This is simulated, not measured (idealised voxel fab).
Documented hereafter: the process module known as voxel trench capacitor.
Cross-sectional view cut (width: 250 nm; square cell size: 5 nm).
Square cells in a grid make up a cross-section in this document, and the grid is given as bands, listed from the top down, each one or more rows of cells. Within each band entry, the heights of the top and of the bottom of the band appear first, in that order and in nm; the materials of the band then follow from left to right, each with its corresponding width in nm. The designation "all across" on a single material indicates that it fills the band from edge to edge; the designation "empty" indicates empty space. The reference from which all heights are counted is 0, the level beneath which the as-received wafer is entirely one material; the lowest band, having no lower bound, proceeds downward and is written after the example "top 0, no bottom". With a width like "30 to 40", each row of cells in the band differs from the next by the same amount, the top row carrying the first number and the bottom row the second. When a step is marked "everything unchanged", none of the cells in the cross-section changed during that step. If an empty space has no open way to the top and is at least 8 cells in size, "Fully sealed voids" lists it, written width x height at distance, where distance is measured from the left edge and every value is in nm. Whatever follows a step's settings on its line is a remark the simulator itself makes about that step. Among the settings permitted on a step's line is "overlay nm"; applied to a step with a mask, it specifies the extent to which the mask lay to the right of its planned position, whereas a negative figure signifies a position to the left.

[Steps planned for the process]
1: RECEIVE,material Si
2: CONFORMAL_DEP,material SiN,thk nm 10
3: DIRECTIONAL_DEP,material aC,thk nm 10
4: PATTERN,tone open,mask id TRENCH,material resist,width nm 15,pitch nm 40,thk nm 25,overlay nm 0
5: DIRECTIONAL_ETCH,etch materials aC,depth nm 10
6: STRIP,etch materials resist
7: DIRECTIONAL_ETCH,etch materials SiN,depth nm 10
8: DIRECTIONAL_ETCH,etch materials Si,depth nm 40
9: STRIP,etch materials aC
10: CONFORMAL_DEP,material SiO2,thk nm 5
11: FILL_DEP,material polySi,thk nm 10
12: CMP,height nm 10
The width nm used in step 4 is not the same on every wafer, whereas the starting condition is; the value printed in the plan is the first wafer's.

[Cross-sectional view of the first of several wafers in the as-received condition, corresponding to the state following step 1]
* top 0, no bottom: Si all across
* Fully sealed voids: none

[Last step of the module is step 12; after it, the first of several wafers in cross-section]
* top 10, bottom 0: SiN 75; SiO2 5; polySi 5; SiO2 5; SiN 25; SiO2 5; polySi 5; SiO2 5; SiN 25; SiO2 5; polySi 5; SiO2 5; SiN 80
* top 0, bottom -35: Si 75; SiO2 5; polySi 5; SiO2 5; Si 25; SiO2 5; polySi 5; SiO2 5; Si 25; SiO2 5; polySi 5; SiO2 5; Si 80
* top -35, bottom -40: Si 75; SiO2 15; Si 25; SiO2 15; Si 25; SiO2 15; Si 80
* top -40, no bottom: Si all across
* Fully sealed voids: none

[Wafer cross-section (last wafer, module end)]
* top 10, bottom 0: SiN 70; SiO2 5; polySi 15; SiO2 5; SiN 15; SiO2 5; polySi 15; SiO2 5; SiN 15; SiO2 5; polySi 15; SiO2 5; SiN 75
* top 0, bottom -35: Si 70; SiO2 5; polySi 15; SiO2 5; Si 15; SiO2 5; polySi 15; SiO2 5; Si 15; SiO2 5; polySi 15; SiO2 5; Si 75
* top -35, bottom -40: Si 70; SiO2 25; Si 15; SiO2 25; Si 15; SiO2 25; Si 75
* top -40, no bottom: Si all across
* Fully sealed voids: none

[End of module, by wafer: material-by-material cell gain (+) or loss (-) since receipt, then closed voids]
width nm 15; -72 Si; +82 SiN; +63 SiO2; +27 polySi; Fully sealed voids: none
width nm 20; -96 Si; +76 SiN; +66 SiO2; +54 polySi; Fully sealed voids: none
width nm 25; -120 Si; +70 SiN; +69 SiO2; +81 polySi; Fully sealed voids: none
